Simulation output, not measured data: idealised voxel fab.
The following is a process module called voxel spacer lines.
Displayed cross-section: cut, width of 265 nm, square cells sized 5 nm.
A cross-section in this document is a grid of square cells, and it is written down as bands, the top band listed before the ones below it; a band is made up of one or more rows of cells.
Heads up on the band format: heights come first, top then bottom, in nm. After that it's the materials left to right, each with its width in nm. A single material flagged "everywhere" fills the whole band edge to edge, and "blank" means there's empty space there.
Heads up on the height convention: 0 is the point under which the incoming wafer is all one material, and the lowest band has no bottom, it just keeps going down, like "0 down".
A width given as "30..40" starts at the first number in the band's top row and ends at the second number in its bottom row, shifting by an equal amount at every step from row to row.
Reading "all unchanged" for a step: not a cell of the cross-section changed in it.
Look at "Enclosed void inventory" for the closed voids: empty spaces with no open path to the top, sized 8 cells or up. Each is width x height at distance, distance from the left edge, all nm.
The remark found on a step's line after its settings is issued by the simulator itself and pertains to that step.
What "overlay nm" on a step's line means: if the step has a mask, that mask lay this far to the right of its planned place, or, when the value is negative, to the left.

PROCESS STEPS (PLANNED)
1) RECEIVE, material Si
2) CONFORMAL_DEP, material SiO2, thk nm 10
3) DIRECTIONAL_DEP, material polySi, thk nm 20
4) DIRECTIONAL_DEP, material aC, thk nm 20
5) PATTERN, tone cover, mask id MANDREL, material resist, width nm 20, pitch nm 60, thk nm 30, overlay nm 0
6) DIRECTIONAL_ETCH, etch materials aC, depth nm 20
7) STRIP, etch materials resist
8) CONFORMAL_DEP, material SiN, thk nm 10
9) DIRECTIONAL_ETCH, etch materials SiN, depth nm 10
10) STRIP, etch materials aC
11) DIRECTIONAL_ETCH, etch materials polySi, depth nm 20
12) STRIP, etch materials SiN
13) FILL_DEP, material SiO2, thk nm 5
14) CMP, height nm 30

FIRST OUT OF TWO WAFERS; RUN WENT TO PLAN

WAFER CROSS-SECTION ON RECEIPT, I.E. AFTER STEP 1
- 0 down | Si everywhere
- Enclosed void inventory: none

CROSS-SECTION THROUGH THE WAFER, STEP 2 FINISHED
- 10 to 0 | SiO2 everywhere
- Everything below 0 is unchanged.

CROSS-SECTION THROUGH THE WAFER, STEP 3 FINISHED
- 30 to 10 | polySi everywhere
- Everything below 10 is unchanged.

CROSS-SECTION THROUGH THE WAFER, STEP 4 FINISHED
- 50 to 30 | aC everywhere
- Everything below 30 is unchanged.

CROSS-SECTION THROUGH THE WAFER, STEP 5 FINISHED
- 80 to 50 | 60 nm blank / 20 nm resist / 40 nm blank / 20 nm resist / 40 nm blank / 20 nm resist / 65 nm blank
- Everything below 50 is unchanged.

CROSS-SECTION THROUGH THE WAFER, STEP 6 FINISHED
- 60 to 50 | 60 nm blank / 20 nm resist / 40 nm blank / 20 nm resist / 40 nm blank / 20 nm resist / 65 nm blank
- 50 to 30 | 60 nm blank / 20 nm aC / 40 nm blank / 20 nm aC / 40 nm blank / 20 nm aC / 65 nm blank
- Everything below 30 is unchanged.

CROSS-SECTION THROUGH THE WAFER, STEP 7 FINISHED
- 50 to 30 | 60 nm blank / 20 nm aC / 40 nm blank / 20 nm aC / 40 nm blank / 20 nm aC / 65 nm blank
- Everything below 30 is unchanged.

CROSS-SECTION THROUGH THE WAFER, STEP 8 FINISHED
- 60 to 50 | 50 nm blank / 40 nm SiN / 20 nm blank / 40 nm SiN / 20 nm blank / 40 nm SiN / 55 nm blank
- 50 to 40 | 50 nm blank / 10 nm SiN / 20 nm aC / 10 nm SiN / 20 nm blank / 10 nm SiN / 20 nm aC / 10 nm SiN / 20 nm blank / 10 nm SiN / 20 nm aC / 10 nm SiN / 55 nm blank
- 40 to 30 | 60 nm SiN / 20 nm aC / 40 nm SiN / 20 nm aC / 40 nm SiN / 20 nm aC / 65 nm SiN
- Everything below 30 is unchanged.

CROSS-SECTION THROUGH THE WAFER, STEP 9 FINISHED
- 50 to 30 | 50 nm blank / 10 nm SiN / 20 nm aC / 10 nm SiN / 20 nm blank / 10 nm SiN / 20 nm aC / 10 nm SiN / 20 nm blank / 10 nm SiN / 20 nm aC / 10 nm SiN / 55 nm blank
- Everything below 30 is unchanged.

CROSS-SECTION THROUGH THE WAFER, STEP 10 FINISHED
- 50 to 30 | 50 nm blank / 10 nm SiN / 20 nm blank / 10 nm SiN / 20 nm blank / 10 nm SiN / 20 nm blank / 10 nm SiN / 20 nm blank / 10 nm SiN / 20 nm blank / 10 nm SiN / 55 nm blank
- Everything below 30 is unchanged.

CROSS-SECTION THROUGH THE WAFER, STEP 11 FINISHED
- 50 to 30 | 50 nm blank / 10 nm SiN / 20 nm blank / 10 nm SiN / 20 nm blank / 10 nm SiN / 20 nm blank / 10 nm SiN / 20 nm blank / 10 nm SiN / 20 nm blank / 10 nm SiN / 55 nm blank
- 30 to 10 | 50 nm blank / 10 nm polySi / 20 nm blank / 10 nm polySi / 20 nm blank / 10 nm polySi / 20 nm blank / 10 nm polySi / 20 nm blank / 10 nm polySi / 20 nm blank / 10 nm polySi / 55 nm blank
- Everything below 10 is unchanged.

CROSS-SECTION THROUGH THE WAFER, STEP 12 FINISHED
- 30 to 10 | 50 nm blank / 10 nm polySi / 20 nm blank / 10 nm polySi / 20 nm blank / 10 nm polySi / 20 nm blank / 10 nm polySi / 20 nm blank / 10 nm polySi / 20 nm blank / 10 nm polySi / 55 nm blank
- Everything below 10 is unchanged.

CROSS-SECTION THROUGH THE WAFER, STEP 13 FINISHED
- 35 to 30 | SiO2 everywhere
- 30 to 10 | 50 nm SiO2 / 10 nm polySi / 20 nm SiO2 / 10 nm polySi / 20 nm SiO2 / 10 nm polySi / 20 nm SiO2 / 10 nm polySi / 20 nm SiO2 / 10 nm polySi / 20 nm SiO2 / 10 nm polySi / 55 nm SiO2
- Everything below 10 is unchanged.

CROSS-SECTION THROUGH THE WAFER, STEP 14 FINISHED
- 30 to 10 | 50 nm SiO2 / 10 nm polySi / 20 nm SiO2 / 10 nm polySi / 20 nm SiO2 / 10 nm polySi / 20 nm SiO2 / 10 nm polySi / 20 nm SiO2 / 10 nm polySi / 20 nm SiO2 / 10 nm polySi / 55 nm SiO2
- Everything below 10 is unchanged.

NOTES, SECOND WAFER: START = FIRST WAFER'S, PLAN = FIRST WAFER'S, EXECUTION HAD ONE MISTAKE; HISTORY IDENTICAL TO FIRST THROUGH STEP 12

CROSS-SECTIONAL VIEW OF THE SECOND WAFER AT THE INTENDED END TIME OF PROCESS STEP 13
- 40 to 30 | SiO2 everywhere
- 30 to 10 | 50 nm SiO2 / 10 nm polySi / 20 nm SiO2 / 10 nm polySi / 20 nm SiO2 / 10 nm polySi / 20 nm SiO2 / 10 nm polySi / 20 nm SiO2 / 10 nm polySi / 20 nm SiO2 / 10 nm polySi / 55 nm SiO2
- Everything below 10 is unchanged.

CROSS-SECTIONAL VIEW OF THE SECOND WAFER AT THE INTENDED END TIME OF PROCESS STEP 14
- 30 to 10 | 50 nm SiO2 / 10 nm polySi / 20 nm SiO2 / 10 nm polySi / 20 nm SiO2 / 10 nm polySi / 20 nm SiO2 / 10 nm polySi / 20 nm SiO2 / 10 nm polySi / 20 nm SiO2 / 10 nm polySi / 55 nm SiO2
- Everything below 10 is unchanged.
Processing error: step 13 was run twice
At process end the two wafers are indistinguishable in cross-section, so the error does not change what this model computes.
